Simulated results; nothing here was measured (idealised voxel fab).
process module | voxel released beams
cross-section cut | 295 nm wide | cells 5 nm
A cross-section is a grid of square cells, given in bands from the top down. A band is one or more rows of cells.
Each band's line starts with the height of the band's top and of its bottom, in nm. Then come its materials from left to right, each with its width in nm. One material with "throughout" fills the band from edge to edge. "air" is empty space.
Height 0 is the level under which the wafer as received is all one material. The lowest band goes on downwards, as in "0 down".
A width such as "30 to 40" changes by the same amount from each row of cells to the next, from the band's top row to its bottom row.
"no change" after a step means that no cell of the cross-section changed.
closed voids: empty space of 8 cells or more with no open way to the top, each as width x height at its distance from the left edge, in nm
after a step's settings: what the simulator itself notes on the step
overlay nm, on a step with a mask: how far to the right of its planned place the mask lay; to the left if negative
plan
1 op RECEIVE | material Si
2 op CONFORMAL_DEP | material SiN | thk nm 5
3 op DIRECTIONAL_DEP | material SiO2 | thk nm 10
4 op MASKED_ETCH | tone open | mask id ANCHOR | width nm 45 | etch materials SiO2 | depth nm 10 | overlay nm 0
5 op CONFORMAL_DEP | material TiN | thk nm 15
6 op PATTERN | tone cover | mask id BEAM | material resist | width nm 105 | thk nm 15 | overlay nm 0
7 op DIRECTIONAL_ETCH | etch materials TiN | depth nm 15
8 op STRIP | etch materials resist
9 op STRIP | etch materials SiO2
first wafer, as planned
as received, after step 1
  0 down: Si throughout
  closed voids: none
after step 2
  5 to 0: SiN throughout
  below 0: unchanged
after step 3
  15 to 5: SiO2 throughout
  below 5: unchanged
after step 4
  15 to 5: SiO2 95 | air 45 | SiO2 155
  below 5: unchanged
after step 5
  30 to 20: TiN 110 | air 15 | TiN 170
  20 to 15: TiN throughout
  15 to 5: SiO2 95 | TiN 45 | SiO2 155
  below 5: unchanged
after step 6
  45 to 30: air 90 | resist 105 | air 100
  30 to 20: TiN 110 | resist 15 | TiN 170
  below 20: unchanged
after step 7
  45 to 30: air 90 | resist 105 | air 100
  30 to 20: air 90 | TiN 20 | resist 15 | TiN 70 | air 100
  20 to 15: air 90 | TiN 105 | air 100
  below 15: unchanged
after step 8
  30 to 20: air 90 | TiN 20 | air 15 | TiN 70 | air 100
  below 20: unchanged
after step 9
  30 to 20: air 90 | TiN 20 | air 15 | TiN 70 | air 100
  20 to 15: air 90 | TiN 105 | air 100
  15 to 5: air 95 | TiN 45 | air 155
  below 5: unchanged
second wafer: like start, like plan, one mistake. Through step 3 it matches the first wafer
when step 4 should have ended
  15 to 5: air 95 | SiO2 45 | air 155
  below 5: unchanged
when step 5 should have ended
  30 to 20: air 80 | TiN 75 | air 140
  20 to 15: TiN throughout
  15 to 5: TiN 95 | SiO2 45 | TiN 155
  below 5: unchanged
when step 6 should have ended
  45 to 30: air 90 | resist 105 | air 100
  30 to 20: air 80 | TiN 75 | resist 40 | air 100
  below 20: unchanged
when step 7 should have ended
  45 to 30: air 90 | resist 105 | air 100
  30 to 20: air 90 | TiN 65 | resist 40 | air 100
  20 to 15: air 90 | TiN 105 | air 100
  15 to 5: air 80 | TiN 15 | SiO2 45 | TiN 55 | air 100
  below 5: unchanged
when step 8 should have ended
  30 to 20: air 90 | TiN 65 | air 140
  below 20: unchanged
when step 9 should have ended: no change
what went wrong: step 4 ran as: op MASKED_ETCH | tone cover | mask id ANCHOR | width nm 45 | etch materials SiO2 | depth nm 10 | overlay nm 0
at the end the second wafer has, in cells: 18 more of SiO2
